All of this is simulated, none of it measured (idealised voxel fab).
This section sets out a process module, namely voxel plated lines.
This is section cut - it's 260 nm across, gridded in 5 nm square cells.
Think of the cross-section as a grid of square cells. We describe it in bands, top to bottom, and each band covers one or more rows of those cells. A band entry consists of two parts. The first gives the height of the band's top and the height of its bottom, in nm. The rest lists the band's materials from left to right, each with its width in nm. A single material labelled with the word "edge to edge" fills the band from edge to edge, and the word "blank" marks empty space. Heights from 0 (as-received wafer is one material below). Bottom band endless downward, as "z 0 and below". A two-number width, for instance "30->40", indicates that the width is equal to the first number in the top row of the band and to the second number in the bottom row, and that it changes by a constant amount per row of cells. Step marked "nothing changed"? Then no cell in the cross-section changed in it. "Trapped voids": empty spaces of 8 cells or more with no open way to the top, each given as width x height at distance, distance from the left edge, all in nm. Where a step's line continues beyond its settings, the continuation is a remark by the simulator itself on that step. Among the settings permitted on a step's line is "overlay nm"; applied to a step with a mask, it specifies the extent to which the mask lay to the right of its planned position, whereas a negative figure signifies a position to the left.
**Planned process steps**
1) RECEIVE, material Si
2) CONFORMAL_DEP, material SiO2, thk nm 10
3) DIRECTIONAL_DEP, material TiN, thk nm 5
4) PATTERN, tone open, mask id LINES, material resist, width nm 20, pitch nm 35, thk nm 35, overlay nm 0
5) EPI, material Ru, thk nm 10
6) EPI, material Ru, thk nm 5
7) EPI, material Ru, thk nm 5
8) STRIP, etch materials resist
9) DIRECTIONAL_ETCH, etch materials TiN, depth nm 5
10) CONFORMAL_DEP, material SiN, thk nm 5
**As received (post step 1): cross-section**
- z 0 and below = Si edge to edge
- Trapped voids: none
**As-planned run: cross-section of the first of two wafers at end of module**
- z 40 to 35 = 80 of blank, then 30 of SiN, then 5 of blank, then 30 of SiN, then 5 of blank, then 30 of SiN, then 80 of blank
- z 35 to 15 = 80 of blank, then 5 of SiN, then 20 of Ru, then 5 of SiN, then 5 of blank, then 5 of SiN, then 20 of Ru, then 5 of SiN, then 5 of blank, then 5 of SiN, then 20 of Ru, then 5 of SiN, then 80 of blank
- z 15 to 10 = 85 of SiN, then 20 of TiN, then 15 of SiN, then 20 of TiN, then 15 of SiN, then 20 of TiN, then 85 of SiN
- z 10 to 0 = SiO2 edge to edge
- z 0 and below = Si edge to edge
- Trapped voids: none
**Cross-section of the latter of the two wafers at module completion. It had an identical start and an identical plan to the former; in running it, one mistake was made**
- z 40 to 35 = 80 of blank, then 30 of SiO2, then 5 of blank, then 30 of SiO2, then 5 of blank, then 30 of SiO2, then 80 of blank
- z 35 to 15 = 80 of blank, then 5 of SiO2, then 20 of Ru, then 5 of SiO2, then 5 of blank, then 5 of SiO2, then 20 of Ru, then 5 of SiO2, then 5 of blank, then 5 of SiO2, then 20 of Ru, then 5 of SiO2, then 80 of blank
- z 15 to 10 = 85 of SiO2, then 20 of TiN, then 15 of SiO2, then 20 of TiN, then 15 of SiO2, then 20 of TiN, then 85 of SiO2
- z 10 to 0 = SiO2 edge to edge
- z 0 and below = Si edge to edge
- Trapped voids: none
In executing the process, a mistake was made relative to the plan: in deviation from the planned setting, step 10 was conducted as CONFORMAL_DEP, material SiO2, thk nm 5
It is noted that, at the conclusion of processing, the second wafer exhibits a higher or lower cell count for certain materials relative to the first: 82 fewer of SiN; 82 more of SiO2
